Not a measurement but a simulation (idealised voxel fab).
voxel fin reveal: a process module
Cross-sectional view cut (width: 180 nm; square cell size: 5 nm).
The cross-sections in this document take the form of a grid made of square cells. They are written out as bands, in order from top to bottom. Each band consists of one or more rows of cells.
Top height, bottom height, nm. Materials left to right, width each, nm. Single material + "edge to edge" = fills band edge to edge. "empty" = empty.
The reference from which all heights are counted is 0, the level beneath which the as-received wafer is entirely one material; the lowest band, having no lower bound, proceeds downward and is written after the example "0 down".
Quick explanation for "30 to 40": the width changes in equal steps down the rows of cells, from the first number in the band's top row to the second number in its bottom row.
Key: "nothing was modified" - step with no changed cell in the cross-section.
You'll see "Closed void list" listing empty spaces that have no way open to the top, as long as they're 8 cells or more; the notation is width x height at distance, where the distance is from the left edge, and all of it is in nm.
Where a step's line continues beyond its settings, the continuation is a remark by the simulator itself on that step.
overlay nm: for a step with a mask, the amount by which the mask lay right of where it was planned; a negative amount means left of it.

Plan:
- 1: RECEIVE [material Si]
- 2: CONFORMAL_DEP [material SiN] [thk nm 10]
- 3: DIRECTIONAL_DEP [material aC] [thk nm 15]
- 4: PATTERN [tone cover] [mask id FINS] [material resist] [width nm 15] [pitch nm 40] [thk nm 35] [overlay nm 0]
- 5: DIRECTIONAL_ETCH [etch materials aC] [depth nm 15]
- 6: STRIP [etch materials resist]
- 7: DIRECTIONAL_ETCH [etch materials SiN] [depth nm 10]
- 8: DIRECTIONAL_ETCH [etch materials Si] [depth nm 35]
- 9: STRIP [etch materials aC]
- 10: FILL_DEP [material SiO2] [thk nm 10]
- 11: CMP [height nm 10]
- 12: SELECTIVE_ETCH [etch materials SiO2] [depth nm 10]
- 13: STRIP [etch materials SiN]
Wafer-to-wafer difference: depth nm, step 12. Common start. Plan = first wafer's value.

Cross-section of the first of several wafers as received (after step 1):
	0 down  Si edge to edge
	Closed void list: none

What follows is a table in which each wafer occupies a row; for the wafer as it stands at the close of the module, the row states, material by material, how many cells have been gained (+) or lost (-) since receipt, and then gives its closed voids:
depth nm 10; -189 Si; +189 SiO2; Closed void list: none
depth nm 15; -189 Si; +162 SiO2; Closed void list: none
depth nm 20; -189 Si; +135 SiO2; Closed void list: none
depth nm 25; -189 Si; +108 SiO2; Closed void list: none
depth nm 30; -189 Si; +81 SiO2; Closed void list: none
depth nm 35; -189 Si; +54 SiO2; Closed void list: none
